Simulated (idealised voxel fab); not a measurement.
The following process module bears the name voxel spacer lines.
Section shown: cut. Width: 175 nm. Cell size: 5 nm, square.
Think of the cross-section as a grid of square cells. We describe it in bands, top to bottom, and each band covers one or more rows of those cells.
For a band, the entry starts with two heights in nm, that of the top and then that of the bottom, and carries on with the band's materials in order from left to right, each alongside its width in nm; the word "edge to edge" beside a single material means it fills the band edge to edge, and "blank" means empty space.
Note: height 0 marks the level under which the wafer is uniformly one material as received. Lowest band unbounded below, written "from 0 down".
The notation "30..40" denotes a width that varies across the rows of cells in the band, beginning at the first number in the top row, finishing at the second number in the bottom row, and changing by an identical amount from each row to the next.
Take "nothing different" at face value: in the step it is given for, the cross-section changed in none of its cells.
Listed in "Enclosed void inventory": every empty space of 8 or more cells without an open way to the top. Form: width x height at distance, the distance being from the left edge, all in nm.
What comes after the settings on a step's line is commentary from the simulator itself on that step.
overlay nm: on a step with a mask, how far right of its planned place the mask lay; negative means left.

PLAN
1,RECEIVE with material Si
2,CONFORMAL_DEP with material Al2O3, thk nm 5
3,DIRECTIONAL_DEP with material TiN, thk nm 20
4,DIRECTIONAL_DEP with material aC, thk nm 30
5,PATTERN with tone cover, mask id MANDREL, material resist, width nm 20, pitch nm 60, thk nm 40, overlay nm 0
6,DIRECTIONAL_ETCH with etch materials aC, depth nm 30
7,STRIP with etch materials resist
8,CONFORMAL_DEP with material SiO2, thk nm 10
9,DIRECTIONAL_ETCH with etch materials SiO2, depth nm 10
10,STRIP with etch materials aC
11,DIRECTIONAL_ETCH with etch materials TiN, depth nm 20
12,STRIP with etch materials SiO2

AS-RECEIVED WAFER CROSS-SECTION (AFTER STEP 1)
- from 0 down | Si edge to edge
- Enclosed void inventory: none

CROSS-SECTION AT MODULE END, ONE RUN ERROR; START AND PLAN UNCHANGED FROM ABOVE
- from 25 to 5 | 15 nm blank, then 20 nm TiN, then 40 nm blank, then 20 nm TiN, then 40 nm blank, then 20 nm TiN, then 20 nm blank
- from 5 to 0 | Al2O3 edge to edge
- from 0 down | Si edge to edge
- Enclosed void inventory: none
Which mistake was made when the wafer was run? contrary to plan, step 5 was performed as PATTERN with tone open, mask id MANDREL, material resist, width nm 20, pitch nm 60, thk nm 40, overlay nm 0
